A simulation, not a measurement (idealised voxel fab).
The document below concerns the process module designated voxel transistor to metal.
For reference, the cross-section in this document is cut, with width 180 nm and square cells of 5 nm.
Notation: cross-section as square-cell grid; stated in bands, top first, going down; one or more cell rows per band. Heads up on the band format: heights come first, top then bottom, in nm. After that it's the materials left to right, each with its width in nm. A single material flagged "throughout" fills the whole band edge to edge, and "empty" means there's empty space there. Counting heights begins at 0, where everything beneath is, in the wafer as received, one material. The lowest band has no bottom; it goes on downwards, as "top 0, no bottom" shows. The notation "30 to 40" denotes a width that varies across the rows of cells in the band, beginning at the first number in the top row, finishing at the second number in the bottom row, and changing by an identical amount from each row to the next. Take "no change" at face value: in the step it is given for, the cross-section changed in none of its cells. "Closed-off voids" specifies each empty space that is not open to the top and that occupies no fewer than 8 cells, using the form width x height at distance, the distance measured from the left edge and all three quantities in nm. It should be noted that, on the line of a given step, the content following the step's settings is a remark produced by the simulator itself with respect to that step. overlay nm, on a step with a mask: how far to the right of its planned place the mask lay; to the left if negative.
### Process steps foreseen in the plan
1. RECEIVE, material Si
2. CONFORMAL_DEP, material SiO2, thk nm 5
3. CONFORMAL_DEP, material SiN, thk nm 10
4. DIRECTIONAL_DEP, material aC, thk nm 15
5. PATTERN, tone cover, mask id ACTIVE, material resist, width nm 115, thk nm 35, overlay nm 0
6. DIRECTIONAL_ETCH, etch materials aC, depth nm 15
7. STRIP, etch materials resist
8. DIRECTIONAL_ETCH, etch materials SiN, depth nm 10
9. DIRECTIONAL_ETCH, etch materials SiO2, depth nm 5
10. DIRECTIONAL_ETCH, etch materials Si, depth nm 20
11. STRIP, etch materials aC
12. OXIDIZE, depth nm 5
13. FILL_DEP, material SiO2, thk nm 15
14. CMP, height nm 15
15. SELECTIVE_ETCH, etch materials SiO2, depth nm 5
16. STRIP, etch materials SiN
17. SELECTIVE_ETCH, etch materials SiO2, depth nm 5
18. OXIDIZE, depth nm 5
19. DIRECTIONAL_DEP, material polySi, thk nm 30
20. DIRECTIONAL_DEP, material SiCN, thk nm 10
21. MASKED_ETCH, tone cover, mask id GATE, width nm 25, etch materials SiCN, depth nm 20, overlay nm 0
22. MASKED_ETCH, tone cover, mask id GATE, width nm 25, etch materials polySi, depth nm 40, overlay nm 0
23. CONFORMAL_DEP, material SiN, thk nm 5
24. DIRECTIONAL_ETCH, etch materials SiN, depth nm 5
25. DIRECTIONAL_ETCH, etch materials SiO2, depth nm 5
26. DIRECTIONAL_ETCH, etch materials Si, depth nm 15
27. EPI, material nSi, thk nm 15
28. FILL_DEP, material SiO2, thk nm 5
29. CMP, height nm 30
30. STRIP, etch materials polySi
31. SELECTIVE_ETCH, etch materials SiO2, depth nm 5
32. CONFORMAL_DEP, material HfO2, thk nm 5
33. CONFORMAL_DEP, material TiN, thk nm 5
34. FILL_DEP, material W, thk nm 10
35. CMP, height nm 25
36. DIRECTIONAL_DEP, material SiO2, thk nm 10
37. MASKED_ETCH, tone open, mask id CONTACT, width nm 15, pitch nm 80, etch materials SiO2, depth nm 40, overlay nm 0
38. CONFORMAL_DEP, material TiN, thk nm 5
39. FILL_DEP, material W, thk nm 5
40. CMP, height nm 35
41. DIRECTIONAL_DEP, material TiN, thk nm 5
42. DIRECTIONAL_DEP, material Ru, thk nm 20
43. MASKED_ETCH, tone cover, mask id METAL_1, width nm 15, pitch nm 80, etch materials Ru, depth nm 20, overlay nm 0
44. MASKED_ETCH, tone cover, mask id METAL_1, width nm 15, pitch nm 80, etch materials TiN, depth nm 5, overlay nm 0
45. CONFORMAL_DEP, material SiN, thk nm 5
46. FILL_DEP, material SiO2, thk nm 10
47. CMP, height nm 60
48. CONFORMAL_DEP, material SiCN, thk nm 5
### Incoming wafer, cross-sectional view, post step 1
* top 0, no bottom: Si throughout
* Closed-off voids: none
### Module complete - cross-section of the first of two wafers, run according to plan
* top 65, bottom 60: SiCN throughout
* top 60, bottom 40: 35 of SiO2, then 5 of SiN, then 15 of Ru, then 5 of SiN, then 55 of SiO2, then 5 of SiN, then 15 of Ru, then 5 of SiN, then 40 of SiO2
* top 40, bottom 35: 40 of SiN, then 15 of TiN, then 65 of SiN, then 15 of TiN, then 45 of SiN
* top 35, bottom 25: 40 of SiO2, then 5 of TiN, then 5 of W, then 5 of TiN, then 65 of SiO2, then 5 of TiN, then 5 of W, then 5 of TiN, then 45 of SiO2
* top 25, bottom 10: 40 of SiO2, then 5 of TiN, then 5 of W, then 5 of TiN, then 15 of SiO2, then 5 of SiN, then 5 of HfO2, then 5 of TiN, then 5 of W, then 5 of TiN, then 5 of HfO2, then 5 of SiN, then 15 of SiO2, then 5 of TiN, then 5 of W, then 5 of TiN, then 45 of SiO2
* top 10, bottom 5: 40 of SiO2, then 5 of TiN, then 5 of W, then 5 of TiN, then 15 of nSi, then 5 of SiN, then 5 of HfO2, then 5 of TiN, then 5 of W, then 5 of TiN, then 5 of HfO2, then 5 of SiN, then 15 of nSi, then 5 of TiN, then 5 of W, then 5 of TiN, then 45 of SiO2
* top 5, bottom 0: 25 of SiO2, then 5 of SiN, then 10 of SiO2, then 5 of TiN, then 5 of W, then 5 of TiN, then 15 of nSi, then 5 of SiN, then 5 of HfO2, then 15 of TiN, then 5 of HfO2, then 5 of SiN, then 15 of nSi, then 5 of TiN, then 5 of W, then 5 of TiN, then 10 of SiO2, then 5 of SiN, then 30 of SiO2
* top 0, bottom -5: 40 of SiO2, then 15 of TiN, then 15 of nSi, then 35 of HfO2, then 15 of nSi, then 15 of TiN, then 45 of SiO2
* top -5, bottom -20: 35 of SiO2, then 35 of nSi, then 35 of Si, then 35 of nSi, then 40 of SiO2
* top -20, bottom -25: 35 of SiO2, then 105 of Si, then 40 of SiO2
* top -25, no bottom: Si throughout
* Closed-off voids: none
### Wafer two cross-section, module end. Start and plan unchanged from wafer one; one mistake made during the run
* top 65, bottom 60: SiCN throughout
* top 60, bottom 40: 35 of SiO2, then 5 of SiN, then 15 of Ru, then 5 of SiN, then 55 of SiO2, then 5 of SiN, then 15 of Ru, then 5 of SiN, then 40 of SiO2
* top 40, bottom 35: 40 of SiN, then 15 of TiN, then 65 of SiN, then 15 of TiN, then 45 of SiN
* top 35, bottom 25: 40 of SiO2, then 5 of TiN, then 5 of W, then 5 of TiN, then 65 of SiO2, then 5 of TiN, then 5 of W, then 5 of TiN, then 45 of SiO2
* top 25, bottom 10: 40 of SiO2, then 5 of TiN, then 5 of W, then 5 of TiN, then 15 of SiO2, then 5 of SiN, then 5 of HfO2, then 5 of TiN, then 5 of W, then 5 of TiN, then 5 of HfO2, then 5 of SiN, then 15 of SiO2, then 5 of TiN, then 5 of W, then 5 of TiN, then 45 of SiO2
* top 10, bottom 5: 40 of SiO2, then 15 of TiN, then 15 of nSi, then 5 of SiN, then 5 of HfO2, then 5 of TiN, then 5 of W, then 5 of TiN, then 5 of HfO2, then 5 of SiN, then 15 of nSi, then 15 of TiN, then 45 of SiO2
* top 5, bottom 0: 20 of SiO2, then 5 of SiN, then 5 of SiO2, then 40 of nSi, then 5 of SiN, then 5 of HfO2, then 15 of TiN, then 5 of HfO2, then 5 of SiN, then 40 of nSi, then 5 of SiO2, then 5 of SiN, then 25 of SiO2
* top 0, bottom -5: 20 of SiO2, then 5 of SiN, then 5 of SiO2, then 5 of SiN, then 35 of nSi, then 35 of HfO2, then 35 of nSi, then 5 of SiN, then 5 of SiO2, then 5 of SiN, then 25 of SiO2
* top -5, bottom -10: 40 of SiO2, then 30 of nSi, then 35 of Si, then 30 of nSi, then 45 of SiO2
* top -10, bottom -20: 35 of SiO2, then 5 of Si, then 30 of nSi, then 35 of Si, then 30 of nSi, then 5 of Si, then 40 of SiO2
* top -20, bottom -25: 35 of SiO2, then 105 of Si, then 40 of SiO2
* top -25, no bottom: Si throughout
* Closed-off voids: none
Finding, execution versus plan: it was found that steps 15 and 16 of the process plan had been performed in exchanged positions
End of process, cell counts, second wafer against first, materials with more or fewer: 4 more of Si, 4 more of SiN, 8 fewer of SiO2, 8 fewer of TiN, 4 fewer of W, 12 more of nSi
